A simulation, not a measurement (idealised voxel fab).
process module | voxel ribs on slabs
cross-section cut | 270 nm wide | cells 5 nm
A cross-section is a grid of square cells, given in bands from the top down. A band is one or more rows of cells.
Each band's line starts with the height of the band's top and of its bottom, in nm. Then come its materials from left to right, each with its width in nm. One material with "throughout" fills the band from edge to edge. "air" is empty space.
Height 0 is the level under which the wafer as received is all one material. The lowest band goes on downwards, as in "0 down".
A width such as "30 to 40" changes by the same amount from each row of cells to the next, from the band's top row to its bottom row.
"no change" after a step means that no cell of the cross-section changed.
closed voids: empty space of 8 cells or more with no open way to the top, each as width x height at its distance from the left edge, in nm
after a step's settings: what the simulator itself notes on the step
overlay nm, on a step with a mask: how far to the right of its planned place the mask lay; to the left if negative
plan
1 op RECEIVE | material Si
2 op DIRECTIONAL_DEP | material SiO2 | thk nm 30
3 op DIRECTIONAL_DEP | material polySi | thk nm 20
4 op PATTERN | tone cover | mask id RIB | material resist | width nm 30 | thk nm 20 | overlay nm 0
5 op DIRECTIONAL_ETCH | etch materials polySi | depth nm 10
6 op STRIP | etch materials resist
7 op MASKED_ETCH | tone cover | mask id SLAB | width nm 60 | etch materials polySi | depth nm 10 | overlay nm 0
8 op FILL_DEP | material SiO2 | thk nm 20
9 op CMP | height nm 60
10 op DIRECTIONAL_DEP | material W | thk nm 5
11 op MASKED_ETCH | tone cover | mask id HEATER | width nm 40 | etch materials W | depth nm 5 | overlay nm 0
12 op CONFORMAL_DEP | material SiO2 | thk nm 5
as received, after step 1
  0 down: Si throughout
  closed voids: none
a wafer at the end: this start, this plan, one mistake
  70 to 65: air 105 | SiO2 50 | air 115
  65 to 60: SiO2 110 | W 40 | SiO2 120
  60 to 50: SiO2 throughout
  50 to 40: SiO2 120 | polySi 30 | SiO2 120
  40 to 30: SiO2 105 | polySi 60 | SiO2 105
  30 to 0: SiO2 throughout
  0 down: Si throughout
  closed voids: none
what went wrong: step 11 ran as: op MASKED_ETCH | tone cover | mask id HEATER | width nm 40 | etch materials W | depth nm 5 | overlay nm -5
